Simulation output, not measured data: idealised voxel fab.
Presented below is a process module, voxel wiring stack.
cross-section cut | 260 nm wide | cells 5 nm
The cross-sections in this document take the form of a grid made of square cells. They are written out as bands, in order from top to bottom. Each band consists of one or more rows of cells.
Each band's line starts with the height of the band's top and of its bottom, in nm. Then come its materials from left to right, each with its width in nm. One material with "edge to edge" fills the band from edge to edge. "air" is empty space.
Note: height 0 marks the level under which the wafer is uniformly one material as received. Lowest band unbounded below, written "0 and below".
Width: "30 to 40" (first number = top row, second number = bottom row, same change from row to row of cells).
"no modification" means the step left every cell of the cross-section as it was.
What "Unvented internal voids" gives you is every empty space of 8 cells or more that is cut off from the top. Each appears as width x height at distance, with the distance taken from the left edge and width, height and distance all in nm.
What comes after the settings on a step's line is commentary from the simulator itself on that step.
Among the settings permitted on a step's line is "overlay nm"; applied to a step with a mask, it specifies the extent to which the mask lay to the right of its planned position, whereas a negative figure signifies a position to the left.

SET OUT BELOW ARE THE PLANNED STEPS OF THE PROCESS
1,RECEIVE with material Si
2,CONFORMAL_DEP with material SiO2, thk nm 15
3,CONFORMAL_DEP with material SiCN, thk nm 5
4,DIRECTIONAL_DEP with material lowk, thk nm 25
5,PATTERN with tone open, mask id METAL_1, material resist, width nm 25, pitch nm 40, thk nm 15, overlay nm 0
6,DIRECTIONAL_ETCH with etch materials lowk, depth nm 25
7,DIRECTIONAL_ETCH with etch materials SiCN, depth nm 5
8,STRIP with etch materials resist
9,CONFORMAL_DEP with material TiN, thk nm 5
10,FILL_DEP with material Cu, thk nm 10
11,CMP with height nm 45
12,CONFORMAL_DEP with material SiCN, thk nm 5
13,DIRECTIONAL_DEP with material lowk, thk nm 35
14,PATTERN with tone open, mask id METAL_2_HOLES, material resist, width nm 15, pitch nm 40, thk nm 15, overlay nm 0
15,DIRECTIONAL_ETCH with etch materials lowk, depth nm 35
16,STRIP with etch materials resist
17,MASKED_ETCH with tone open, mask id METAL_2, width nm 25, pitch nm 40, etch materials lowk, depth nm 20, overlay nm 0
18,MASKED_ETCH with tone open, mask id METAL_2, width nm 25, pitch nm 40, etch materials SiCN, depth nm 5, overlay nm 0
19,CONFORMAL_DEP with material TiN, thk nm 5
20,FILL_DEP with material Ru, thk nm 5
21,CMP with height nm 85
22,CONFORMAL_DEP with material SiCN, thk nm 5
23,DIRECTIONAL_DEP with material lowk, thk nm 35
24,DIRECTIONAL_DEP with material aC, thk nm 10
25,PATTERN with tone open, mask id METAL_3, material resist, width nm 25, pitch nm 40, thk nm 30, overlay nm 0
26,DIRECTIONAL_ETCH with etch materials aC, depth nm 10
27,STRIP with etch materials resist
28,DIRECTIONAL_ETCH with etch materials lowk, depth nm 20
29,STRIP with etch materials aC
30,DIRECTIONAL_DEP with material aC, thk nm 10
31,PATTERN with tone open, mask id METAL_3_HOLES, material resist, width nm 15, pitch nm 80, thk nm 30, overlay nm 0
32,DIRECTIONAL_ETCH with etch materials aC, depth nm 10
33,STRIP with etch materials resist
34,DIRECTIONAL_ETCH with etch materials lowk, depth nm 15
35,DIRECTIONAL_ETCH with etch materials SiCN, depth nm 5
36,STRIP with etch materials aC
37,CONFORMAL_DEP with material TiN, thk nm 5
38,FILL_DEP with material Cu, thk nm 10
39,CMP with height nm 125
40,CONFORMAL_DEP with material SiCN, thk nm 5
41,DIRECTIONAL_DEP with material lowk, thk nm 35
42,PATTERN with tone open, mask id METAL_4_HOLES, material resist, width nm 15, pitch nm 40, thk nm 20, overlay nm 0
43,DIRECTIONAL_ETCH with etch materials lowk, depth nm 35
44,STRIP with etch materials resist
45,DIRECTIONAL_DEP with material aC, thk nm 10
46,PATTERN with tone open, mask id METAL_4, material resist, width nm 25, pitch nm 40, thk nm 30, overlay nm 0
47,DIRECTIONAL_ETCH with etch materials aC, depth nm 10
48,STRIP with etch materials resist
49,DIRECTIONAL_ETCH with etch materials lowk, depth nm 20
50,DIRECTIONAL_ETCH with etch materials SiCN, depth nm 5
51,STRIP with etch materials aC
52,CONFORMAL_DEP with material TiN, thk nm 5
53,FILL_DEP with material Cu, thk nm 10
54,CMP with height nm 165
55,CONFORMAL_DEP with material SiCN, thk nm 5
Same starting wafers, different thk nm at step 22. Plan value belongs to the first wafer.

THE FIRST OF SEVERAL WAFERS IN CROSS-SECTION, EXACTLY AS IT REACHED US AFTER STEP 1
0 and below: Si edge to edge
Unvented internal voids: none

WAFER ROWS, END OF MODULE: CELLS PER MATERIAL GAINED (+) OR LOST (-) SINCE RECEIPT; CLOSED VOIDS LAST
thk nm 5, +119 Cu, +39 Ru, +221 SiCN, +156 SiO2, +208 TiN, +1025 lowk, Unvented internal voids: none
thk nm 10, +110 Cu, +39 Ru, +273 SiCN, +156 SiO2, +202 TiN, +988 lowk, Unvented internal voids: none
thk nm 15, +101 Cu, +39 Ru, +325 SiCN, +156 SiO2, +196 TiN, +951 lowk, Unvented internal voids: none
thk nm 20, +92 Cu, +39 Ru, +377 SiCN, +156 SiO2, +190 TiN, +914 lowk, Unvented internal voids: none
